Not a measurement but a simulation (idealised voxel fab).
process module | voxel wiring stack
cross-section cut | 195 nm wide | cells 5 nm
A cross-section is a grid of square cells, given in bands from the top down. A band is one or more rows of cells.
Each band's line starts with the height of the band's top and of its bottom, in nm. Then come its materials from left to right, each with its width in nm. One material with "throughout" fills the band from edge to edge. "air" is empty space.
Height 0 is the level under which the wafer as received is all one material. The lowest band goes on downwards, as in "0 down".
A width such as "30 to 40" changes by the same amount from each row of cells to the next, from the band's top row to its bottom row.
"no change" after a step means that no cell of the cross-section changed.
closed voids: empty space of 8 cells or more with no open way to the top, each as width x height at its distance from the left edge, in nm
after a step's settings: what the simulator itself notes on the step
overlay nm, on a step with a mask: how far to the right of its planned place the mask lay; to the left if negative
plan
1 op RECEIVE | material Si
2 op CONFORMAL_DEP | material SiO2 | thk nm 15
3 op CONFORMAL_DEP | material SiCN | thk nm 5
4 op DIRECTIONAL_DEP | material SiO2 | thk nm 20
5 op MASKED_ETCH | tone open | mask id METAL_1 | width nm 30 | pitch nm 45 | etch materials SiO2 | depth nm 20 | overlay nm 0
6 op MASKED_ETCH | tone open | mask id METAL_1 | width nm 30 | pitch nm 45 | etch materials SiCN | depth nm 5 | overlay nm 0
7 op CONFORMAL_DEP | material TiN | thk nm 5
8 op FILL_DEP | material W | thk nm 10
9 op CMP | height nm 40
10 op CONFORMAL_DEP | material SiCN | thk nm 5
11 op DIRECTIONAL_DEP | material SiO2 | thk nm 15
12 op MASKED_ETCH | tone open | mask id PLUG_1 | width nm 15 | pitch nm 45 | etch materials SiO2 | depth nm 15 | overlay nm 0
13 op MASKED_ETCH | tone open | mask id PLUG_1 | width nm 15 | pitch nm 45 | etch materials SiCN | depth nm 5 | overlay nm 0
14 op CONFORMAL_DEP | material TiN | thk nm 5
15 op FILL_DEP | material Cu | thk nm 10
16 op CMP | height nm 60
17 op CONFORMAL_DEP | material SiCN | thk nm 5
18 op DIRECTIONAL_DEP | material lowk | thk nm 25
19 op DIRECTIONAL_DEP | material aC | thk nm 10
20 op PATTERN | tone open | mask id METAL_2 | material resist | width nm 30 | pitch nm 45 | thk nm 30 | overlay nm 0
21 op DIRECTIONAL_ETCH | etch materials aC | depth nm 10
22 op STRIP | etch materials resist
23 op DIRECTIONAL_ETCH | etch materials lowk | depth nm 25
24 op DIRECTIONAL_ETCH | etch materials SiCN | depth nm 5
25 op STRIP | etch materials aC
26 op CONFORMAL_DEP | material TiN | thk nm 5
27 op FILL_DEP | material Ru | thk nm 10
28 op CMP | height nm 90
29 op CONFORMAL_DEP | material SiCN | thk nm 5
as received, after step 1
  0 down: Si throughout
  closed voids: none
first wafer at the end, as planned
  95 to 90: SiCN throughout
  90 to 65: lowk 60 | TiN 5 | Ru 20 | TiN 5 | lowk 15 | TiN 5 | Ru 20 | TiN 5 | lowk 60
  65 to 60: SiCN 60 | TiN 30 | SiCN 15 | TiN 30 | SiCN 60
  60 to 45: SiO2 60 | TiN 5 | Cu 5 | TiN 5 | SiO2 30 | TiN 5 | Cu 5 | TiN 5 | SiO2 75
  45 to 40: SiCN 60 | TiN 15 | SiCN 30 | TiN 15 | SiCN 75
  40 to 20: SiO2 60 | TiN 5 | W 20 | TiN 5 | SiO2 15 | TiN 5 | W 20 | TiN 5 | SiO2 60
  20 to 15: SiCN 60 | TiN 30 | SiCN 15 | TiN 30 | SiCN 60
  15 to 0: SiO2 throughout
  0 down: Si throughout
  closed voids: none
second wafer at the end: like start, like plan, one mistake
  95 to 90: SiCN throughout
  90 to 65: lowk 60 | TiN 5 | Ru 20 | TiN 5 | lowk 15 | TiN 5 | Ru 20 | TiN 5 | lowk 60
  65 to 60: SiCN 60 | TiN 30 | SiCN 15 | TiN 30 | SiCN 60
  60 to 50: Cu 55 | TiN 5 | SiO2 15 | TiN 5 | Cu 20 | TiN 5 | SiO2 15 | TiN 5 | Cu 70
  50 to 45: TiN 60 | SiO2 15 | TiN 30 | SiO2 15 | TiN 75
  45 to 40: SiCN throughout
  40 to 20: SiO2 60 | TiN 5 | W 20 | TiN 5 | SiO2 15 | TiN 5 | W 20 | TiN 5 | SiO2 60
  20 to 15: SiCN 60 | TiN 30 | SiCN 15 | TiN 30 | SiCN 60
  15 to 0: SiO2 throughout
  0 down: Si throughout
  closed voids: none
what went wrong: step 12 ran as: op MASKED_ETCH | tone cover | mask id PLUG_1 | width nm 15 | pitch nm 45 | etch materials SiO2 | depth nm 15 | overlay nm 0
at the end the second wafer has, in cells: 52 more of Cu | 6 more of SiCN | 81 fewer of SiO2 | 23 more of TiN
